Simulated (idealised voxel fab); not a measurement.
Presented below is a process module, voxel transistor to metal.
Pictured: cross-section cut, 180 nm wide, on a grid of 5 nm square cells.
A cross-section in this document is a grid of square cells, and it is written down as bands, the top band listed before the ones below it; a band is made up of one or more rows of cells. Look at the band entry: it leads with the top's height and the bottom's height in nm. Then it lists the materials left to right, with a width in nm for each. The word "edge to edge" on a single material says that material fills the band edge to edge. The word "empty" is empty space. Height 0 is the level under which the wafer as received is all one material. The lowest band goes on downwards, as in "0 down". The width entry "30->40" should be interpreted row by row: the top row of cells in the band takes the first number, the bottom row takes the second number, and the change between adjacent rows is uniform throughout. Take "nothing got changed" at face value: in the step it is given for, the cross-section changed in none of its cells. Basically, "Fully enclosed voids" tells you about the enclosed voids: empty spaces with no open way to the top, 8 cells or bigger, each written width x height at distance, where distance is from the left edge, all in nm. Anything after a step's settings on that line? It's the simulator's own note about the step. "overlay nm" on a masked step: distance the mask lay right of its planned place, negative for left.
This section lists the process steps that were planned:
1,RECEIVE with material Si
2,CONFORMAL_DEP with material SiO2, thk nm 5
3,CONFORMAL_DEP with material SiN, thk nm 10
4,DIRECTIONAL_DEP with material aC, thk nm 15
5,PATTERN with tone cover, mask id ACTIVE, material resist, width nm 115, thk nm 35, overlay nm 0
6,DIRECTIONAL_ETCH with etch materials aC, depth nm 15
7,STRIP with etch materials resist
8,DIRECTIONAL_ETCH with etch materials SiN, depth nm 10
9,DIRECTIONAL_ETCH with etch materials SiO2, depth nm 5
10,DIRECTIONAL_ETCH with etch materials Si, depth nm 20
11,STRIP with etch materials aC
12,OXIDIZE with depth nm 5
13,FILL_DEP with material SiO2, thk nm 15
14,CMP with height nm 15
15,SELECTIVE_ETCH with etch materials SiO2, depth nm 5
16,STRIP with etch materials SiN
17,SELECTIVE_ETCH with etch materials SiO2, depth nm 5
18,OXIDIZE with depth nm 5
19,DIRECTIONAL_DEP with material polySi, thk nm 30
20,DIRECTIONAL_DEP with material SiCN, thk nm 10
21,MASKED_ETCH with tone cover, mask id GATE, width nm 25, etch materials SiCN, depth nm 20, overlay nm 0
22,MASKED_ETCH with tone cover, mask id GATE, width nm 25, etch materials polySi, depth nm 40, overlay nm 0
23,CONFORMAL_DEP with material SiN, thk nm 5
24,DIRECTIONAL_ETCH with etch materials SiN, depth nm 5
25,DIRECTIONAL_ETCH with etch materials SiO2, depth nm 5
26,DIRECTIONAL_ETCH with etch materials Si, depth nm 15
27,EPI with material nSi, thk nm 15
28,FILL_DEP with material SiO2, thk nm 5
29,CMP with height nm 30
30,STRIP with etch materials polySi
31,SELECTIVE_ETCH with etch materials SiO2, depth nm 5
32,CONFORMAL_DEP with material HfO2, thk nm 5
33,CONFORMAL_DEP with material TiN, thk nm 5
34,FILL_DEP with material W, thk nm 10
35,CMP with height nm 25
36,DIRECTIONAL_DEP with material SiO2, thk nm 10
37,MASKED_ETCH with tone open, mask id CONTACT, width nm 15, pitch nm 80, etch materials SiO2, depth nm 40, overlay nm 0
38,CONFORMAL_DEP with material TiN, thk nm 5
39,FILL_DEP with material W, thk nm 5
40,CMP with height nm 35
41,DIRECTIONAL_DEP with material TiN, thk nm 5
42,DIRECTIONAL_DEP with material Ru, thk nm 20
43,MASKED_ETCH with tone cover, mask id METAL_1, width nm 15, pitch nm 80, etch materials Ru, depth nm 20, overlay nm 0
44,MASKED_ETCH with tone cover, mask id METAL_1, width nm 15, pitch nm 80, etch materials TiN, depth nm 5, overlay nm 0
45,CONFORMAL_DEP with material SiN, thk nm 5
46,FILL_DEP with material SiO2, thk nm 10
47,CMP with height nm 60
48,CONFORMAL_DEP with material SiCN, thk nm 5
The first wafer of two, processed as planned:
Cross-section of the incoming wafer, state after step 1:
    0 down | Si edge to edge
    Fully enclosed voids: none
The wafer in cross-section once step 2 is complete:
    5 to 0 | SiO2 edge to edge
    Anything lower than 0 is untouched.
The wafer in cross-section once step 3 is complete:
    15 to 5 | SiN edge to edge
    Anything lower than 5 is untouched.
The wafer in cross-section once step 4 is complete:
    30 to 15 | aC edge to edge
    Anything lower than 15 is untouched.
The wafer in cross-section once step 5 is complete:
    65 to 30 | 30 empty; 115 resist; 35 empty
    Anything lower than 30 is untouched.
The wafer in cross-section once step 6 is complete:
    50 to 30 | 30 empty; 115 resist; 35 empty
    30 to 15 | 30 empty; 115 aC; 35 empty
    Anything lower than 15 is untouched.
The wafer in cross-section once step 7 is complete:
    30 to 15 | 30 empty; 115 aC; 35 empty
    Anything lower than 15 is untouched.
The wafer in cross-section once step 8 is complete:
    30 to 15 | 30 empty; 115 aC; 35 empty
    15 to 5 | 30 empty; 115 SiN; 35 empty
    Anything lower than 5 is untouched.
The wafer in cross-section once step 9 is complete:
    30 to 15 | 30 empty; 115 aC; 35 empty
    15 to 5 | 30 empty; 115 SiN; 35 empty
    5 to 0 | 30 empty; 115 SiO2; 35 empty
    Anything lower than 0 is untouched.
The wafer in cross-section once step 10 is complete:
    30 to 15 | 30 empty; 115 aC; 35 empty
    15 to 5 | 30 empty; 115 SiN; 35 empty
    5 to 0 | 30 empty; 115 SiO2; 35 empty
    0 to -20 | 30 empty; 115 Si; 35 empty
    Anything lower than -20 is untouched.
The wafer in cross-section once step 11 is complete:
    15 to 5 | 30 empty; 115 SiN; 35 empty
    Anything lower than 5 is untouched.
The wafer in cross-section once step 12 is complete:
    15 to 5 | 30 empty; 115 SiN; 35 empty
    5 to 0 | 30 empty; 115 SiO2; 35 empty
    0 to -20 | 30 empty; 5 SiO2; 105 Si; 5 SiO2; 35 empty
    -20 to -25 | 35 SiO2; 105 Si; 40 SiO2
    Anything lower than -25 is untouched.
The wafer in cross-section once step 13 is complete:
    30 to 15 | SiO2 edge to edge
    15 to 5 | 30 SiO2; 115 SiN; 35 SiO2
    5 to 0 | SiO2 edge to edge
    0 to -25 | 35 SiO2; 105 Si; 40 SiO2
    Anything lower than -25 is untouched.
The wafer in cross-section once step 14 is complete:
    15 to 5 | 30 SiO2; 115 SiN; 35 SiO2
    Anything lower than 5 is untouched.
The wafer in cross-section once step 15 is complete:
    15 to 10 | 30 empty; 115 SiN; 35 empty
    Anything lower than 10 is untouched.
The wafer in cross-section once step 16 is complete:
    10 to 5 | 30 SiO2; 115 empty; 35 SiO2
    Anything lower than 5 is untouched.
The wafer in cross-section once step 17 is complete:
    5 to 0 | 25 SiO2; 125 empty; 30 SiO2
    Anything lower than 0 is untouched.
The wafer in cross-section once step 18 is complete:
    5 to 0 | 25 SiO2; 125 empty; 30 SiO2
    0 to -5 | SiO2 edge to edge
    Anything lower than -5 is untouched.
The wafer in cross-section once step 19 is complete:
    35 to 30 | 25 polySi; 125 empty; 30 polySi
    30 to 5 | polySi edge to edge
    5 to 0 | 25 SiO2; 125 polySi; 30 SiO2
    Anything lower than 0 is untouched.
The wafer in cross-section once step 20 is complete:
    45 to 40 | 25 SiCN; 125 empty; 30 SiCN
    40 to 35 | SiCN edge to edge
    35 to 30 | 25 polySi; 125 SiCN; 30 polySi
    Anything lower than 30 is untouched.
The wafer in cross-section once step 21 is complete:
    40 to 35 | 75 empty; 25 SiCN; 80 empty
    35 to 30 | 25 polySi; 50 empty; 25 SiCN; 50 empty; 30 polySi
    Anything lower than 30 is untouched.
The wafer in cross-section once step 22 is complete:
    40 to 30 | 75 empty; 25 SiCN; 80 empty
    30 to 5 | 75 empty; 25 polySi; 80 empty
    5 to 0 | 25 SiO2; 50 empty; 25 polySi; 50 empty; 30 SiO2
    Anything lower than 0 is untouched.
The wafer in cross-section once step 23 is complete:
    45 to 40 | 70 empty; 35 SiN; 75 empty
    40 to 30 | 70 empty; 5 SiN; 25 SiCN; 5 SiN; 75 empty
    30 to 10 | 70 empty; 5 SiN; 25 polySi; 5 SiN; 75 empty
    10 to 5 | 30 SiN; 40 empty; 5 SiN; 25 polySi; 5 SiN; 40 empty; 35 SiN
    5 to 0 | 25 SiO2; 50 SiN; 25 polySi; 50 SiN; 30 SiO2
    Anything lower than 0 is untouched.
The wafer in cross-section once step 24 is complete:
    40 to 30 | 70 empty; 5 SiN; 25 SiCN; 5 SiN; 75 empty
    30 to 5 | 70 empty; 5 SiN; 25 polySi; 5 SiN; 75 empty
    5 to 0 | 25 SiO2; 5 SiN; 40 empty; 5 SiN; 25 polySi; 5 SiN; 40 empty; 5 SiN; 30 SiO2
    Anything lower than 0 is untouched.
The wafer in cross-section once step 25 is complete:
    40 to 30 | 70 empty; 5 SiN; 25 SiCN; 5 SiN; 75 empty
    30 to 5 | 70 empty; 5 SiN; 25 polySi; 5 SiN; 75 empty
    5 to 0 | 25 empty; 5 SiN; 40 empty; 5 SiN; 25 polySi; 5 SiN; 40 empty; 5 SiN; 30 empty
    0 to -5 | 30 SiO2; 40 empty; 35 SiO2; 40 empty; 35 SiO2
    Anything lower than -5 is untouched.
The wafer in cross-section once step 26 is complete:
    40 to 30 | 70 empty; 5 SiN; 25 SiCN; 5 SiN; 75 empty
    30 to 5 | 70 empty; 5 SiN; 25 polySi; 5 SiN; 75 empty
    5 to 0 | 25 empty; 5 SiN; 40 empty; 5 SiN; 25 polySi; 5 SiN; 40 empty; 5 SiN; 30 empty
    0 to -5 | 30 SiO2; 40 empty; 35 SiO2; 40 empty; 35 SiO2
    -5 to -20 | 35 SiO2; 35 empty; 35 Si; 35 empty; 40 SiO2
    Anything lower than -20 is untouched.
The wafer in cross-section once step 27 is complete:
    40 to 30 | 70 empty; 5 SiN; 25 SiCN; 5 SiN; 75 empty
    30 to 10 | 70 empty; 5 SiN; 25 polySi; 5 SiN; 75 empty
    10 to 5 | 55 empty; 15 nSi; 5 SiN; 25 polySi; 5 SiN; 15 nSi; 60 empty
    5 to 0 | 25 empty; 5 SiN; 25 empty; 15 nSi; 5 SiN; 25 polySi; 5 SiN; 15 nSi; 25 empty; 5 SiN; 30 empty
    0 to -5 | 30 SiO2; 25 empty; 15 nSi; 35 SiO2; 15 nSi; 25 empty; 35 SiO2
    -5 to -20 | 35 SiO2; 35 nSi; 35 Si; 35 nSi; 40 SiO2
    Anything lower than -20 is untouched.
The wafer in cross-section once step 28 is complete:
    45 to 40 | SiO2 edge to edge
    40 to 30 | 70 SiO2; 5 SiN; 25 SiCN; 5 SiN; 75 SiO2
    30 to 10 | 70 SiO2; 5 SiN; 25 polySi; 5 SiN; 75 SiO2
    10 to 5 | 55 SiO2; 15 nSi; 5 SiN; 25 polySi; 5 SiN; 15 nSi; 60 SiO2
    5 to 0 | 25 SiO2; 5 SiN; 25 SiO2; 15 nSi; 5 SiN; 25 polySi; 5 SiN; 15 nSi; 25 SiO2; 5 SiN; 30 SiO2
    0 to -5 | 55 SiO2; 15 nSi; 35 SiO2; 15 nSi; 60 SiO2
    Anything lower than -5 is untouched.
The wafer in cross-section once step 29 is complete:
    30 to 10 | 70 SiO2; 5 SiN; 25 polySi; 5 SiN; 75 SiO2
    Anything lower than 10 is untouched.
The wafer in cross-section once step 30 is complete:
    30 to 10 | 70 SiO2; 5 SiN; 25 empty; 5 SiN; 75 SiO2
    10 to 5 | 55 SiO2; 15 nSi; 5 SiN; 25 empty; 5 SiN; 15 nSi; 60 SiO2
    5 to 0 | 25 SiO2; 5 SiN; 25 SiO2; 15 nSi; 5 SiN; 25 empty; 5 SiN; 15 nSi; 25 SiO2; 5 SiN; 30 SiO2
    Anything lower than 0 is untouched.
The wafer in cross-section once step 31 is complete:
    30 to 25 | 70 empty; 5 SiN; 25 empty; 5 SiN; 75 empty
    25 to 10 | 70 SiO2; 5 SiN; 25 empty; 5 SiN; 75 SiO2
    10 to 5 | 55 SiO2; 15 nSi; 5 SiN; 25 empty; 5 SiN; 15 nSi; 60 SiO2
    5 to 0 | 25 SiO2; 5 SiN; 25 SiO2; 15 nSi; 5 SiN; 25 empty; 5 SiN; 15 nSi; 25 SiO2; 5 SiN; 30 SiO2
    0 to -5 | 55 SiO2; 15 nSi; 35 empty; 15 nSi; 60 SiO2
    Anything lower than -5 is untouched.
The wafer in cross-section once step 32 is complete:
    35 to 30 | 65 empty; 15 HfO2; 15 empty; 15 HfO2; 70 empty
    30 to 25 | 70 HfO2; 5 SiN; 5 HfO2; 15 empty; 5 HfO2; 5 SiN; 75 HfO2
    25 to 10 | 70 SiO2; 5 SiN; 5 HfO2; 15 empty; 5 HfO2; 5 SiN; 75 SiO2
    10 to 5 | 55 SiO2; 15 nSi; 5 SiN; 5 HfO2; 15 empty; 5 HfO2; 5 SiN; 15 nSi; 60 SiO2
    5 to 0 | 25 SiO2; 5 SiN; 25 SiO2; 15 nSi; 5 SiN; 5 HfO2; 15 empty; 5 HfO2; 5 SiN; 15 nSi; 25 SiO2; 5 SiN; 30 SiO2
    0 to -5 | 55 SiO2; 15 nSi; 35 HfO2; 15 nSi; 60 SiO2
    Anything lower than -5 is untouched.
The wafer in cross-section once step 33 is complete:
    40 to 35 | 60 empty; 25 TiN; 5 empty; 25 TiN; 65 empty
    35 to 30 | 65 TiN; 15 HfO2; 5 TiN; 5 empty; 5 TiN; 15 HfO2; 70 TiN
    30 to 25 | 70 HfO2; 5 SiN; 5 HfO2; 5 TiN; 5 empty; 5 TiN; 5 HfO2; 5 SiN; 75 HfO2
    25 to 10 | 70 SiO2; 5 SiN; 5 HfO2; 5 TiN; 5 empty; 5 TiN; 5 HfO2; 5 SiN; 75 SiO2
    10 to 5 | 55 SiO2; 15 nSi; 5 SiN; 5 HfO2; 5 TiN; 5 empty; 5 TiN; 5 HfO2; 5 SiN; 15 nSi; 60 SiO2
    5 to 0 | 25 SiO2; 5 SiN; 25 SiO2; 15 nSi; 5 SiN; 5 HfO2; 15 TiN; 5 HfO2; 5 SiN; 15 nSi; 25 SiO2; 5 SiN; 30 SiO2
    Anything lower than 0 is untouched.
The wafer in cross-section once step 34 is complete:
    50 to 40 | W edge to edge
    40 to 35 | 60 W; 25 TiN; 5 W; 25 TiN; 65 W
    35 to 30 | 65 TiN; 15 HfO2; 5 TiN; 5 W; 5 TiN; 15 HfO2; 70 TiN
    30 to 25 | 70 HfO2; 5 SiN; 5 HfO2; 5 TiN; 5 W; 5 TiN; 5 HfO2; 5 SiN; 75 HfO2
    25 to 10 | 70 SiO2; 5 SiN; 5 HfO2; 5 TiN; 5 W; 5 TiN; 5 HfO2; 5 SiN; 75 SiO2
    10 to 5 | 55 SiO2; 15 nSi; 5 SiN; 5 HfO2; 5 TiN; 5 W; 5 TiN; 5 HfO2; 5 SiN; 15 nSi; 60 SiO2
    Anything lower than 5 is untouched.
The wafer in cross-section once step 35 is complete:
    25 to 10 | 70 SiO2; 5 SiN; 5 HfO2; 5 TiN; 5 W; 5 TiN; 5 HfO2; 5 SiN; 75 SiO2
    Anything lower than 10 is untouched.
The wafer in cross-section once step 36 is complete:
    35 to 25 | SiO2 edge to edge
    Anything lower than 25 is untouched.
The wafer in cross-section once step 37 is complete:
    35 to 25 | 40 SiO2; 15 empty; 65 SiO2; 15 empty; 45 SiO2
    25 to 10 | 40 SiO2; 15 empty; 15 SiO2; 5 SiN; 5 HfO2; 5 TiN; 5 W; 5 TiN; 5 HfO2; 5 SiN; 15 SiO2; 15 empty; 45 SiO2
    10 to 5 | 40 SiO2; 15 empty; 15 nSi; 5 SiN; 5 HfO2; 5 TiN; 5 W; 5 TiN; 5 HfO2; 5 SiN; 15 nSi; 15 empty; 45 SiO2
    5 to 0 | 25 SiO2; 5 SiN; 10 SiO2; 15 empty; 15 nSi; 5 SiN; 5 HfO2; 15 TiN; 5 HfO2; 5 SiN; 15 nSi; 15 empty; 10 SiO2; 5 SiN; 30 SiO2
    0 to -5 | 40 SiO2; 15 empty; 15 nSi; 35 HfO2; 15 nSi; 15 empty; 45 SiO2
    Anything lower than -5 is untouched.
The wafer in cross-section once step 38 is complete:
    40 to 35 | 45 TiN; 5 empty; 75 TiN; 5 empty; 50 TiN
    35 to 25 | 40 SiO2; 5 TiN; 5 empty; 5 TiN; 65 SiO2; 5 TiN; 5 empty; 5 TiN; 45 SiO2
    25 to 10 | 40 SiO2; 5 TiN; 5 empty; 5 TiN; 15 SiO2; 5 SiN; 5 HfO2; 5 TiN; 5 W; 5 TiN; 5 HfO2; 5 SiN; 15 SiO2; 5 TiN; 5 empty; 5 TiN; 45 SiO2
    10 to 5 | 40 SiO2; 5 TiN; 5 empty; 5 TiN; 15 nSi; 5 SiN; 5 HfO2; 5 TiN; 5 W; 5 TiN; 5 HfO2; 5 SiN; 15 nSi; 5 TiN; 5 empty; 5 TiN; 45 SiO2
    5 to 0 | 25 SiO2; 5 SiN; 10 SiO2; 5 TiN; 5 empty; 5 TiN; 15 nSi; 5 SiN; 5 HfO2; 15 TiN; 5 HfO2; 5 SiN; 15 nSi; 5 TiN; 5 empty; 5 TiN; 10 SiO2; 5 SiN; 30 SiO2
    0 to -5 | 40 SiO2; 15 TiN; 15 nSi; 35 HfO2; 15 nSi; 15 TiN; 45 SiO2
    Anything lower than -5 is untouched.
The wafer in cross-section once step 39 is complete:
    45 to 40 | W edge to edge
    40 to 35 | 45 TiN; 5 W; 75 TiN; 5 W; 50 TiN
    35 to 25 | 40 SiO2; 5 TiN; 5 W; 5 TiN; 65 SiO2; 5 TiN; 5 W; 5 TiN; 45 SiO2
    25 to 10 | 40 SiO2; 5 TiN; 5 W; 5 TiN; 15 SiO2; 5 SiN; 5 HfO2; 5 TiN; 5 W; 5 TiN; 5 HfO2; 5 SiN; 15 SiO2; 5 TiN; 5 W; 5 TiN; 45 SiO2
    10 to 5 | 40 SiO2; 5 TiN; 5 W; 5 TiN; 15 nSi; 5 SiN; 5 HfO2; 5 TiN; 5 W; 5 TiN; 5 HfO2; 5 SiN; 15 nSi; 5 TiN; 5 W; 5 TiN; 45 SiO2
    5 to 0 | 25 SiO2; 5 SiN; 10 SiO2; 5 TiN; 5 W; 5 TiN; 15 nSi; 5 SiN; 5 HfO2; 15 TiN; 5 HfO2; 5 SiN; 15 nSi; 5 TiN; 5 W; 5 TiN; 10 SiO2; 5 SiN; 30 SiO2
    Anything lower than 0 is untouched.
The wafer in cross-section once step 40 is complete:
    35 to 25 | 40 SiO2; 5 TiN; 5 W; 5 TiN; 65 SiO2; 5 TiN; 5 W; 5 TiN; 45 SiO2
    Anything lower than 25 is untouched.
The wafer in cross-section once step 41 is complete:
    40 to 35 | TiN edge to edge
    Anything lower than 35 is untouched.
The wafer in cross-section once step 42 is complete:
    60 to 40 | Ru edge to edge
    Anything lower than 40 is untouched.
The wafer in cross-section once step 43 is complete:
    60 to 40 | 40 empty; 15 Ru; 65 empty; 15 Ru; 45 empty
    Anything lower than 40 is untouched.
The wafer in cross-section once step 44 is complete:
    60 to 40 | 40 empty; 15 Ru; 65 empty; 15 Ru; 45 empty
    40 to 35 | 40 empty; 15 TiN; 65 empty; 15 TiN; 45 empty
    Anything lower than 35 is untouched.
The wafer in cross-section once step 45 is complete:
    65 to 60 | 35 empty; 25 SiN; 55 empty; 25 SiN; 40 empty
    60 to 40 | 35 empty; 5 SiN; 15 Ru; 5 SiN; 55 empty; 5 SiN; 15 Ru; 5 SiN; 40 empty
    40 to 35 | 40 SiN; 15 TiN; 65 SiN; 15 TiN; 45 SiN
    Anything lower than 35 is untouched.
The wafer in cross-section once step 46 is complete:
    75 to 65 | SiO2 edge to edge
    65 to 60 | 35 SiO2; 25 SiN; 55 SiO2; 25 SiN; 40 SiO2
    60 to 40 | 35 SiO2; 5 SiN; 15 Ru; 5 SiN; 55 SiO2; 5 SiN; 15 Ru; 5 SiN; 40 SiO2
    Anything lower than 40 is untouched.
The wafer in cross-section once step 47 is complete:
    60 to 40 | 35 SiO2; 5 SiN; 15 Ru; 5 SiN; 55 SiO2; 5 SiN; 15 Ru; 5 SiN; 40 SiO2
    Anything lower than 40 is untouched.
The wafer in cross-section once step 48 is complete:
    65 to 60 | SiCN edge to edge
    Anything lower than 60 is untouched.
Second of two: same start, same plan, one run error; steps up to and including 42 match the first:
X-section, second wafer, when step 43 was due to finish:
    60 to 40 | 35 empty; 25 Ru; 55 empty; 25 Ru; 40 empty
    Anything lower than 40 is untouched.
X-section, second wafer, when step 44 was due to finish:
    60 to 40 | 35 empty; 25 Ru; 55 empty; 25 Ru; 40 empty
    40 to 35 | 35 empty; 25 TiN; 55 empty; 25 TiN; 40 empty
    Anything lower than 35 is untouched.
X-section, second wafer, when step 45 was due to finish:
    65 to 60 | 30 empty; 35 SiN; 45 empty; 35 SiN; 35 empty
    60 to 40 | 30 empty; 5 SiN; 25 Ru; 5 SiN; 45 empty; 5 SiN; 25 Ru; 5 SiN; 35 empty
    40 to 35 | 35 SiN; 25 TiN; 55 SiN; 25 TiN; 40 SiN
    Anything lower than 35 is untouched.
X-section, second wafer, when step 46 was due to finish:
    75 to 65 | SiO2 edge to edge
    65 to 60 | 30 SiO2; 35 SiN; 45 SiO2; 35 SiN; 35 SiO2
    60 to 40 | 30 SiO2; 5 SiN; 25 Ru; 5 SiN; 45 SiO2; 5 SiN; 25 Ru; 5 SiN; 35 SiO2
    Anything lower than 40 is untouched.
X-section, second wafer, when step 47 was due to finish:
    60 to 40 | 30 SiO2; 5 SiN; 25 Ru; 5 SiN; 45 SiO2; 5 SiN; 25 Ru; 5 SiN; 35 SiO2
    Anything lower than 40 is untouched.
X-section, second wafer, when step 48 was due to finish:
    65 to 60 | SiCN edge to edge
    Anything lower than 60 is untouched.
In executing the process, a mistake was made relative to the plan: so step 43 ended up running with a different setting than we planned, it ran as MASKED_ETCH with tone cover, mask id METAL_1, width nm 25, pitch nm 80, etch materials Ru, depth nm 20, overlay nm 0
Final comparison by cell count, materials where the second wafer has more or fewer than the first: Ru +16, SiN -4, SiO2 -16, TiN +4
